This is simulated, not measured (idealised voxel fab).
Proc. module: voxel trench capacitor
280 nm wide, 5 nm square cells: that's cross-section cut.
A cross-section is a grid of square cells, given in bands from the top down. A band is one or more rows of cells. In this notation a band is specified by the heights of its top and bottom, in that order and in nm, after which its materials appear from left to right, each paired with its width in nm. The word "all across" attached to a single material means that material fills the band from edge to edge; the word "air" stands for empty space. Counting heights begins at 0, where everything beneath is, in the wafer as received, one material. The lowest band has no bottom; it goes on downwards, as "0 down" shows. The two numbers in a width such as "30->40" mark its ends across the band: the first belongs to the top row of cells, the second to the bottom row, and from each row to the next the width moves by the same amount. You'll sometimes find "left unchanged" written for a step, and that's the way of saying that nowhere in the cross-section did a cell change during that step. Basically, "Closed void list" tells you about the enclosed voids: empty spaces with no open way to the top, 8 cells or bigger, each written width x height at distance, where distance is from the left edge, all in nm. Post-settings text on a step line: simulator's own remark regarding the step. A step line may carry the setting "overlay nm", which, for steps involving a mask, states the distance by which the mask lay to the right of its intended position; negative values denote displacement to the left.
# Below is the list of planned process steps
1. RECEIVE with material Si
2. CONFORMAL_DEP with material SiN, thk nm 10
3. MASKED_ETCH with tone open, mask id TRENCH, width nm 20, pitch nm 40, etch materials SiN, depth nm 10, overlay nm 0
4. MASKED_ETCH with tone open, mask id TRENCH, width nm 20, pitch nm 40, etch materials Si, depth nm 40, overlay nm 0
5. CONFORMAL_DEP with material SiO2, thk nm 5
6. FILL_DEP with material polySi, thk nm 10
7. CMP with height nm 10
# Cross-section of the wafer as it came to us, i.e., already through step 1
	0 down  Si all across
	Closed void list: none
# Cross-section: first of two wafers, module finished, run according to plan
	10 to 0  SiN=90  SiO2=5  polySi=10  SiO2=5  SiN=20  SiO2=5  polySi=10  SiO2=5  SiN=20  SiO2=5  polySi=10  SiO2=5  SiN=90
	0 to -35  Si=90  SiO2=5  polySi=10  SiO2=5  Si=20  SiO2=5  polySi=10  SiO2=5  Si=20  SiO2=5  polySi=10  SiO2=5  Si=90
	-35 to -40  Si=90  SiO2=20  Si=20  SiO2=20  Si=20  SiO2=20  Si=90
	-40 down  Si all across
	Closed void list: none
# Same start, same plan as the first wafer - but one mistake in the run. Cross-section of the second of the two at the end of the module
	10 to 0  SiN=85  SiO2=5->10  polySi=10->5  SiO2=5  SiN=20  SiO2=5->10  polySi=10->5  SiO2=5  SiN=20  SiO2=5->10  polySi=10->5  SiO2=5  SiN=95
	0 to -35  Si=90  SiO2=5  polySi=5  SiO2=5  Si=25  SiO2=5  polySi=5  SiO2=5  Si=25  SiO2=5  polySi=5  SiO2=5  Si=95
	-35 to -40  Si=90  SiO2=15  Si=25  SiO2=15  Si=25  SiO2=15  Si=95
	-40 down  Si all across
	Closed void list: none
Run error: step 3 went in with a setting other than planned; the actual run was MASKED_ETCH with tone open, mask id TRENCH, width nm 20, pitch nm 40, etch materials SiN, depth nm 10, overlay nm -5
End check, counted in cells, second wafer has more or fewer of these materials than the first: Si +24 | polySi -24
